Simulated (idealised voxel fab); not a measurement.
Process module name: voxel released beams
Cross-section cut spans 255 nm and uses square cells 5 nm in size.
Cross-section = grid of square cells, listed top down in bands; band = one or more rows.
Heads up on the band format: heights come first, top then bottom, in nm. After that it's the materials left to right, each with its width in nm. A single material flagged "everywhere" fills the whole band edge to edge, and "air" means there's empty space there.
The reference from which all heights are counted is 0, the level beneath which the as-received wafer is entirely one material; the lowest band, having no lower bound, proceeds downward and is written after the example "0 -> down".
Per-row width for "30..40": begins at first number (top row of band), ends at second number (bottom row), increment between rows held constant.
It should be understood that the words "no modification", when stated for a given step, signify that the cross-section underwent no change in any of its cells during that step.
"Internal closed voids" contains a list of empty spaces, each no smaller than 8 cells and without an open way to the top, written in the form width x height at distance with the distance from the left edge and all three in nm.
Formally, on a step line, whatever follows the settings is a remark that the simulator itself makes on the step.
The setting "overlay nm" may be written on the line of a step. When the step uses a mask, the value reports how far to the right of the planned place the mask lay, and a negative value reports that it lay to the left.
This section lists the process steps that were planned
- 1: RECEIVE | material Si
- 2: CONFORMAL_DEP | material SiN | thk nm 5
- 3: DIRECTIONAL_DEP | material SiO2 | thk nm 15
- 4: DIRECTIONAL_DEP | material aC | thk nm 10
- 5: PATTERN | tone open | mask id ANCHOR | material resist | width nm 35 | thk nm 30 | overlay nm 0
- 6: DIRECTIONAL_ETCH | etch materials aC | depth nm 10
- 7: STRIP | etch materials resist
- 8: DIRECTIONAL_ETCH | etch materials SiO2 | depth nm 15
- 9: STRIP | etch materials aC
- 10: CONFORMAL_DEP | material TiN | thk nm 15
- 11: DIRECTIONAL_DEP | material aC | thk nm 10
- 12: PATTERN | tone cover | mask id BEAM | material resist | width nm 80 | thk nm 25 | overlay nm 0
- 13: DIRECTIONAL_ETCH | etch materials aC | depth nm 10
- 14: STRIP | etch materials resist
- 15: DIRECTIONAL_ETCH | etch materials TiN | depth nm 15
- 16: STRIP | etch materials aC
- 17: STRIP | etch materials SiO2
What follows covers the first of two wafers; it ran as planned
As-received wafer cross-section (after step 1)
0 -> down = Si everywhere
Internal closed voids: none
How the wafer stands in section after step 2
5 -> 0 = SiN everywhere
Nothing below the height 0 has changed.
How the wafer stands in section after step 3
20 -> 5 = SiO2 everywhere
Nothing below the height 5 has changed.
How the wafer stands in section after step 4
30 -> 20 = aC everywhere
Nothing below the height 20 has changed.
How the wafer stands in section after step 5
60 -> 30 = resist 90 | air 35 | resist 130
Nothing below the height 30 has changed.
How the wafer stands in section after step 6
50 -> 30 = resist 90 | air 35 | resist 130
30 -> 20 = aC 90 | air 35 | aC 130
Nothing below the height 20 has changed.
How the wafer stands in section after step 7
30 -> 20 = aC 90 | air 35 | aC 130
Nothing below the height 20 has changed.
How the wafer stands in section after step 8
30 -> 20 = aC 90 | air 35 | aC 130
20 -> 5 = SiO2 90 | air 35 | SiO2 130
Nothing below the height 5 has changed.
How the wafer stands in section after step 9
20 -> 5 = SiO2 90 | air 35 | SiO2 130
Nothing below the height 5 has changed.
How the wafer stands in section after step 10
35 -> 20 = TiN 105 | air 5 | TiN 145
20 -> 5 = SiO2 90 | TiN 35 | SiO2 130
Nothing below the height 5 has changed.
How the wafer stands in section after step 11
45 -> 35 = aC 105 | air 5 | aC 145
35 -> 30 = TiN 105 | air 5 | TiN 145
30 -> 20 = TiN 105 | aC 5 | TiN 145
Nothing below the height 20 has changed.
How the wafer stands in section after step 12
70 -> 45 = air 85 | resist 80 | air 90
45 -> 35 = aC 105 | resist 5 | aC 145
35 -> 30 = TiN 105 | resist 5 | TiN 145
Nothing below the height 30 has changed.
How the wafer stands in section after step 13
60 -> 45 = air 85 | resist 80 | air 90
45 -> 35 = air 85 | aC 20 | resist 5 | aC 55 | air 90
Nothing below the height 35 has changed.
How the wafer stands in section after step 14
45 -> 35 = air 85 | aC 20 | air 5 | aC 55 | air 90
35 -> 30 = TiN 105 | air 5 | TiN 145
Nothing below the height 30 has changed.
How the wafer stands in section after step 15
45 -> 35 = air 85 | aC 20 | air 5 | aC 55 | air 90
35 -> 30 = air 85 | TiN 20 | air 5 | TiN 55 | air 90
30 -> 20 = air 85 | TiN 20 | aC 5 | TiN 55 | air 90
Nothing below the height 20 has changed.
How the wafer stands in section after step 16
35 -> 20 = air 85 | TiN 20 | air 5 | TiN 55 | air 90
Nothing below the height 20 has changed.
How the wafer stands in section after step 17
35 -> 20 = air 85 | TiN 20 | air 5 | TiN 55 | air 90
20 -> 5 = air 90 | TiN 35 | air 130
Nothing below the height 5 has changed.
Second wafer. Start and plan as for the first. One mistake made in running. Agrees with the first up to and including step 1
Second wafer, cross-section, planned end of step 2
15 -> 0 = SiO2 everywhere
Nothing below the height 0 has changed.
Second wafer, cross-section, planned end of step 3
20 -> 15 = SiN everywhere
Nothing below the height 15 has changed.
Second wafer, cross-section, planned end of step 4
30 -> 20 = aC everywhere
Nothing below the height 20 has changed.
Second wafer, cross-section, planned end of step 5
60 -> 30 = resist 90 | air 35 | resist 130
Nothing below the height 30 has changed.
Second wafer, cross-section, planned end of step 6
50 -> 30 = resist 90 | air 35 | resist 130
30 -> 20 = aC 90 | air 35 | aC 130
Nothing below the height 20 has changed.
Second wafer, cross-section, planned end of step 7
30 -> 20 = aC 90 | air 35 | aC 130
Nothing below the height 20 has changed.
Second wafer, cross-section, planned end of step 8: no modification
Second wafer, cross-section, planned end of step 9
20 -> 15 = SiN everywhere
Nothing below the height 15 has changed.
Second wafer, cross-section, planned end of step 10
35 -> 20 = TiN everywhere
Nothing below the height 20 has changed.
Second wafer, cross-section, planned end of step 11
45 -> 35 = aC everywhere
Nothing below the height 35 has changed.
Second wafer, cross-section, planned end of step 12
70 -> 45 = air 85 | resist 80 | air 90
Nothing below the height 45 has changed.
Second wafer, cross-section, planned end of step 13
60 -> 45 = air 85 | resist 80 | air 90
45 -> 35 = air 85 | aC 80 | air 90
Nothing below the height 35 has changed.
Second wafer, cross-section, planned end of step 14
45 -> 35 = air 85 | aC 80 | air 90
Nothing below the height 35 has changed.
Second wafer, cross-section, planned end of step 15
45 -> 35 = air 85 | aC 80 | air 90
35 -> 20 = air 85 | TiN 80 | air 90
Nothing below the height 20 has changed.
Second wafer, cross-section, planned end of step 16
35 -> 20 = air 85 | TiN 80 | air 90
Nothing below the height 20 has changed.
Second wafer, cross-section, planned end of step 17: no modification
what went wrong: the intended sequence of steps 2 and 3 was reversed during processing, with each occupying the position of the other
Final tally in cells, some materials are higher or lower on the second wafer than on the first: SiO2 +153, TiN -18
